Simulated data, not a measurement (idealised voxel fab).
process module | voxel fin reveal
cross-section cut | 250 nm wide | cells 5 nm
A cross-section is a grid of square cells, given in bands from the top down. A band is one or more rows of cells.
Each band's line starts with the height of the band's top and of its bottom, in nm. Then come its materials from left to right, each with its width in nm. One material with "throughout" fills the band from edge to edge. "air" is empty space.
Height 0 is the level under which the wafer as received is all one material. The lowest band goes on downwards, as in "0 down".
A width such as "30 to 40" changes by the same amount from each row of cells to the next, from the band's top row to its bottom row.
"no change" after a step means that no cell of the cross-section changed.
closed voids: empty space of 8 cells or more with no open way to the top, each as width x height at its distance from the left edge, in nm
after a step's settings: what the simulator itself notes on the step
overlay nm, on a step with a mask: how far to the right of its planned place the mask lay; to the left if negative
plan
1 op RECEIVE | material Si
2 op CONFORMAL_DEP | material SiN | thk nm 10
3 op PATTERN | tone cover | mask id FINS | material resist | width nm 15 | pitch nm 35 | thk nm 20 | overlay nm 0
4 op DIRECTIONAL_ETCH | etch materials SiN | depth nm 10
5 op DIRECTIONAL_ETCH | etch materials Si | depth nm 35
6 op STRIP | etch materials resist
7 op FILL_DEP | material SiO2 | thk nm 10
8 op CMP | height nm 10
9 op SELECTIVE_ETCH | etch materials SiO2 | depth nm 25
10 op STRIP | etch materials SiN
11 op CONFORMAL_DEP | material HfO2 | thk nm 5
as received, after step 1
  0 down: Si throughout
  closed voids: none
first wafer at the end, as planned
  5 to 0: air 60 | HfO2 25 | air 10 | HfO2 25 | air 10 | HfO2 25 | air 10 | HfO2 25 | air 60
  0 to -10: air 60 | HfO2 5 | Si 15 | HfO2 5 | air 10 | HfO2 5 | Si 15 | HfO2 5 | air 10 | HfO2 5 | Si 15 | HfO2 5 | air 10 | HfO2 5 | Si 15 | HfO2 5 | air 60
  -10 to -15: HfO2 65 | Si 15 | HfO2 20 | Si 15 | HfO2 20 | Si 15 | HfO2 20 | Si 15 | HfO2 65
  -15 to -35: SiO2 65 | Si 15 | SiO2 20 | Si 15 | SiO2 20 | Si 15 | SiO2 20 | Si 15 | SiO2 65
  -35 down: Si throughout
  closed voids: none
second wafer at the end: like start, like plan, one mistake
  0 to -15: air 65 | Si 15 | air 20 | Si 15 | air 20 | Si 15 | air 20 | Si 15 | air 65
  -15 to -35: SiO2 65 | Si 15 | SiO2 20 | Si 15 | SiO2 20 | Si 15 | SiO2 20 | Si 15 | SiO2 65
  -35 down: Si throughout
  closed voids: none
what went wrong: step 11 was left out
at the end the second wafer has, in cells: 74 fewer of HfO2
